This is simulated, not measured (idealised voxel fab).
process module | voxel air gaps
cross-section cut | 255 nm wide | cells 5 nm
A cross-section is a grid of square cells, given in bands from the top down. A band is one or more rows of cells.
Each band's line starts with the height of the band's top and of its bottom, in nm. Then come its materials from left to right, each with its width in nm. One material with "throughout" fills the band from edge to edge. "air" is empty space.
Height 0 is the level under which the wafer as received is all one material. The lowest band goes on downwards, as in "0 down".
A width such as "30 to 40" changes by the same amount from each row of cells to the next, from the band's top row to its bottom row.
"no change" after a step means that no cell of the cross-section changed.
closed voids: empty space of 8 cells or more with no open way to the top, each as width x height at its distance from the left edge, in nm
after a step's settings: what the simulator itself notes on the step
overlay nm, on a step with a mask: how far to the right of its planned place the mask lay; to the left if negative
plan
1 op RECEIVE | material Si
2 op CONFORMAL_DEP | material SiO2 | thk nm 15
3 op CONFORMAL_DEP | material SiCN | thk nm 5
4 op DIRECTIONAL_DEP | material lowk | thk nm 30
5 op MASKED_ETCH | tone open | mask id LINES | width nm 20 | pitch nm 45 | etch materials lowk | depth nm 30 | overlay nm 0
6 op CONFORMAL_DEP | material TiN | thk nm 5
7 op FILL_DEP | material W | thk nm 10
8 op CMP | height nm 50
9 op EPI | material Ru | thk nm 10
10 op SELECTIVE_ETCH | etch materials lowk | depth nm 40
11 op CONFORMAL_DEP | material SiCN | thk nm 5
as received, after step 1
  0 down: Si throughout
  closed voids: none
first wafer at the end, as planned
  65 to 60: air 55 | SiCN 140 | air 60
  60 to 50: air 55 | SiCN 5 | Ru 40 | SiCN 5 | Ru 40 | SiCN 5 | Ru 40 | SiCN 5 | air 60
  50 to 45: air 55 | SiCN 15 | TiN 5 | W 10 | TiN 5 | SiCN 25 | TiN 5 | W 10 | TiN 5 | SiCN 25 | TiN 5 | W 10 | TiN 5 | SiCN 15 | air 60
  45 to 25: air 65 | SiCN 5 | TiN 5 | W 10 | TiN 5 | SiCN 5 | air 15 | SiCN 5 | TiN 5 | W 10 | TiN 5 | SiCN 5 | air 15 | SiCN 5 | TiN 5 | W 10 | TiN 5 | SiCN 5 | air 70
  25 to 20: SiCN 70 | TiN 20 | SiCN 25 | TiN 20 | SiCN 25 | TiN 20 | SiCN 75
  20 to 15: SiCN throughout
  15 to 0: SiO2 throughout
  0 down: Si throughout
  closed voids: 15 x 20 at 95; 15 x 20 at 140
second wafer at the end: like start, like plan, one mistake
  65 to 60: air 55 | SiCN 140 | air 60
  60 to 50: air 55 | SiCN 5 | Ru 40 | SiCN 5 | Ru 40 | SiCN 5 | Ru 40 | SiCN 5 | air 60
  50 to 45: air 55 | SiCN 15 | TiN 5 | W 10 | TiN 5 | SiCN 25 | TiN 5 | W 10 | TiN 5 | SiCN 25 | TiN 5 | W 10 | TiN 5 | SiCN 15 | air 60
  45 to 25: air 65 | SiCN 5 | TiN 5 | W 10 | TiN 5 | SiCN 5 | air 15 | SiCN 5 | TiN 5 | W 10 | TiN 5 | SiCN 5 | air 15 | SiCN 5 | TiN 5 | W 10 | TiN 5 | SiCN 5 | air 70
  25 to 20: SiCN 70 | TiN 20 | SiCN 25 | TiN 20 | SiCN 25 | TiN 20 | SiCN 75
  20 to 5: SiO2 throughout
  5 to 0: SiCN throughout
  0 down: Si throughout
  closed voids: 15 x 20 at 95; 15 x 20 at 140
what went wrong: steps 2 and 3 were swapped
at the end the second wafer has, in cells: as many of each material as the first, in other places
